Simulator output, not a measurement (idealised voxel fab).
The name of this process module is voxel transistor to metal.
In the cross-section labelled cut, the width is 275 nm and each square cell is 5 nm.
If you're reading a cross-section in this doc, picture square cells in a grid; it comes to you as bands, top ones listed first down to the bottom, and a band can be one or more rows of cells.
Per band: top height and bottom height in nm, followed by the left-to-right materials and their widths in nm; "everywhere" marks a single material spanning edge to edge, "air" marks empty space.
Heights are measured from 0, the level below which the as-received wafer is all one material; the lowest band has no bottom and continues downward, written as in "from 0 down".
Width "30..40": first value at the band's top row of cells, second value at its bottom row, equal change from row to row.
The designation "identical to before", where it is given for a processing step, indicates that no cell of the cross-section was altered in the course of that step.
Voids not open to the top, 8 cells minimum: see "Sealed internal voids". Written width x height at distance; distance is from the left edge; nm.
Heads up: the bit after the settings on a step's line is the simulator's remark on that step.
overlay nm: for a step with a mask, the amount by which the mask lay right of where it was planned; a negative amount means left of it.

[List of planned process steps]
step 1: RECEIVE (material Si)
step 2: CONFORMAL_DEP (material SiO2; thk nm 5)
step 3: CONFORMAL_DEP (material SiN; thk nm 10)
step 4: PATTERN (tone cover; mask id ACTIVE; material resist; width nm 105; pitch nm 125; thk nm 15; overlay nm 0)
step 5: DIRECTIONAL_ETCH (etch materials SiN; depth nm 10)
step 6: DIRECTIONAL_ETCH (etch materials SiO2; depth nm 5)
step 7: DIRECTIONAL_ETCH (etch materials Si; depth nm 25)
step 8: STRIP (etch materials resist)
step 9: OXIDIZE (depth nm 5)
step 10: FILL_DEP (material SiO2; thk nm 10)
step 11: CMP (height nm 15)
step 12: SELECTIVE_ETCH (etch materials SiO2; depth nm 10)
step 13: STRIP (etch materials SiN)
step 14: SELECTIVE_ETCH (etch materials SiO2; depth nm 5)
step 15: OXIDIZE (depth nm 5)
step 16: DIRECTIONAL_DEP (material polySi; thk nm 30)
step 17: DIRECTIONAL_DEP (material SiCN; thk nm 10)
step 18: MASKED_ETCH (tone cover; mask id GATE; width nm 25; pitch nm 125; etch materials SiCN; depth nm 20; overlay nm 0)
step 19: MASKED_ETCH (tone cover; mask id GATE; width nm 25; pitch nm 125; etch materials polySi; depth nm 40; overlay nm 0)
step 20: CONFORMAL_DEP (material SiO2; thk nm 5)
step 21: DIRECTIONAL_ETCH (etch materials SiO2; depth nm 5)
step 22: CONFORMAL_DEP (material SiN; thk nm 5)
step 23: DIRECTIONAL_ETCH (etch materials SiN; depth nm 5)
step 24: DIRECTIONAL_ETCH (etch materials SiO2; depth nm 5)
step 25: DIRECTIONAL_ETCH (etch materials Si; depth nm 15)
step 26: EPI (material SiGe; thk nm 20)
step 27: FILL_DEP (material SiO2; thk nm 5)
step 28: CMP (height nm 30)
step 29: STRIP (etch materials polySi)
step 30: SELECTIVE_ETCH (etch materials SiO2; depth nm 5)
step 31: CONFORMAL_DEP (material HfO2; thk nm 5)
step 32: CONFORMAL_DEP (material TiN; thk nm 5)
step 33: FILL_DEP (material W; thk nm 5)
step 34: CMP (height nm 25)
step 35: DIRECTIONAL_DEP (material SiO2; thk nm 10)
step 36: PATTERN (tone open; mask id CONTACT; material resist; width nm 20; thk nm 20; overlay nm 0)
step 37: DIRECTIONAL_ETCH (etch materials SiO2; depth nm 35)
step 38: STRIP (etch materials resist)
step 39: CONFORMAL_DEP (material TiN; thk nm 5)
step 40: FILL_DEP (material Ru; thk nm 10)
step 41: CMP (height nm 35)
step 42: DIRECTIONAL_DEP (material TiN; thk nm 5)
step 43: DIRECTIONAL_DEP (material Ru; thk nm 25)
step 44: DIRECTIONAL_DEP (material aC; thk nm 10)
step 45: PATTERN (tone cover; mask id METAL_1; material resist; width nm 20; thk nm 30; overlay nm 0)
step 46: DIRECTIONAL_ETCH (etch materials aC; depth nm 10)
step 47: STRIP (etch materials resist)
step 48: DIRECTIONAL_ETCH (etch materials Ru; depth nm 25)
step 49: DIRECTIONAL_ETCH (etch materials TiN; depth nm 5)
step 50: STRIP (etch materials aC)
step 51: CONFORMAL_DEP (material SiN; thk nm 5)
step 52: FILL_DEP (material lowk; thk nm 10)
step 53: CMP (height nm 65)
step 54: CONFORMAL_DEP (material SiCN; thk nm 5)

[Received-state cross-section, reflecting completion of step 1]
    from 0 down: Si everywhere
    Sealed internal voids: none

[End-of-module cross-section. Starting structure and process plan as above; one mistake made in running it]
    from 70 to 65: SiCN everywhere
    from 65 to 40: lowk=20; SiN=5; Ru=20; SiN=5; lowk=45; SiN=5; Ru=20; SiN=5; lowk=20; SiN=5; Ru=20; SiN=5; lowk=45; SiN=5; Ru=20; SiN=5; lowk=25
    from 40 to 35: SiN=25; TiN=20; SiN=55; TiN=20; SiN=30; TiN=20; SiN=55; TiN=20; SiN=30
    from 35 to 25: SiO2=25; TiN=5; Ru=10; TiN=5; SiO2=55; TiN=5; Ru=10; TiN=5; SiO2=30; TiN=5; Ru=10; TiN=5; SiO2=55; TiN=5; Ru=10; TiN=5; SiO2=30
    from 25 to 20: SiO2=25; TiN=5; Ru=10; TiN=5; SiO2=5; SiN=5; HfO2=5; TiN=5; W=15; TiN=5; HfO2=5; SiN=5; SiO2=5; TiN=5; Ru=10; TiN=5; SiO2=30; TiN=5; Ru=10; TiN=5; SiO2=5; SiN=5; HfO2=5; TiN=5; W=15; TiN=5; HfO2=5; SiN=5; SiO2=5; TiN=5; Ru=10; TiN=5; SiO2=30
    from 20 to 15: SiO2=25; TiN=20; SiO2=5; SiN=5; HfO2=5; TiN=5; W=15; TiN=5; HfO2=5; SiN=5; SiO2=5; TiN=20; SiO2=30; TiN=20; SiO2=5; SiN=5; HfO2=5; TiN=5; W=15; TiN=5; HfO2=5; SiN=5; SiO2=5; TiN=20; SiO2=30
    from 15 to 5: SiO2=25; TiN=5; SiGe=20; SiN=5; HfO2=5; TiN=5; W=15; TiN=5; HfO2=5; SiN=5; SiGe=20; TiN=5; SiO2=30; TiN=5; SiGe=20; SiN=5; HfO2=5; TiN=5; W=15; TiN=5; HfO2=5; SiN=5; SiGe=20; TiN=5; SiO2=30
    from 5 to 0: SiO2=25; TiN=5; SiGe=20; SiN=5; HfO2=5; TiN=25; HfO2=5; SiN=5; SiGe=20; TiN=5; SiO2=30; TiN=5; SiGe=20; SiN=5; HfO2=5; TiN=25; HfO2=5; SiN=5; SiGe=20; TiN=5; SiO2=30
    from 0 to -5: SiO2=20; SiGe=30; SiO2=5; HfO2=35; SiO2=5; SiGe=30; SiO2=20; SiGe=30; SiO2=5; HfO2=35; SiO2=5; SiGe=30; SiO2=25
    from -5 to -20: SiO2=25; SiGe=25; Si=45; SiGe=25; SiO2=30; SiGe=25; Si=45; SiGe=25; SiO2=30
    from -20 to -40: SiO2=25; Si=95; SiO2=30; Si=95; SiO2=30
    from -40 down: Si everywhere
    Sealed internal voids: none
Run error: step 7 ran differently from the plan; actual operation with settings: DIRECTIONAL_ETCH (etch materials Si; depth nm 35)
